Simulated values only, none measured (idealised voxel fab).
Documented hereafter: the process module known as voxel tone inversion.
Each square cell in cross-section cut measures 5 nm, and the section as a whole is 265 nm wide.
Throughout this document, each cross-section is represented as a grid of square cells and is presented as a sequence of bands enumerated from the top downward, where a band comprises one or more rows of cells. Quick guide to a band line: top height, bottom height (nm) up front; then every material left to right with its width in nm. Only one material and it's marked "all across"? Then it fills the band edge to edge. And "empty" just means empty space. Heights from 0 (as-received wafer is one material below). Bottom band endless downward, as "0 nm and below". Note: "30->40" means the width goes from the first number (top row of the band) to the second number (bottom row) in equal steps per row of cells. Step marked "remained the same"? Then no cell in the cross-section changed in it. Each empty space that has no open way to the top and spans at least 8 cells appears under "Sealed void list" as width x height at distance, the distance counted from the left edge, all in nm. That trailing text on a step's line, after the settings, is the simulator's own remark on the step. overlay nm, on a step with a mask: how far to the right of its planned place the mask lay; to the left if negative.
Plan:
- 1: RECEIVE,material Si
- 2: CONFORMAL_DEP,material SiCN,thk nm 5
- 3: DIRECTIONAL_DEP,material aC,thk nm 20
- 4: PATTERN,tone cover,mask id POSTS,material resist,width nm 20,pitch nm 45,thk nm 25,overlay nm 0
- 5: DIRECTIONAL_ETCH,etch materials aC,depth nm 20
- 6: STRIP,etch materials resist
- 7: FILL_DEP,material lowk,thk nm 5
- 8: CMP,height nm 25
- 9: STRIP,etch materials aC
- 10: CONFORMAL_DEP,material TiN,thk nm 5
- 11: FILL_DEP,material Ru,thk nm 5
- 12: CMP,height nm 25
- 13: CONFORMAL_DEP,material SiCN,thk nm 5
As-received state of the wafer in cross-section, equivalent to post-step 1:
0 nm and below | Si all across
Sealed void list: none
End state of the module in cross-section, given the above starting point and plan and one mistake in execution:
30 nm to 25 nm | SiCN all across
25 nm to 10 nm | 80 nm lowk  5 nm TiN  10 nm Ru  5 nm TiN  25 nm lowk  5 nm TiN  10 nm Ru  5 nm TiN  25 nm lowk  5 nm TiN  10 nm Ru  5 nm TiN  75 nm lowk
10 nm to 5 nm | 80 nm lowk  20 nm TiN  25 nm lowk  20 nm TiN  25 nm lowk  20 nm TiN  75 nm lowk
5 nm to 0 nm | SiCN all across
0 nm and below | Si all across
Sealed void list: none
Misprocessing identified: so step 4 ended up running with a different setting than we planned, it ran as PATTERN,tone cover,mask id POSTS,material resist,width nm 20,pitch nm 45,thk nm 25,overlay nm 5
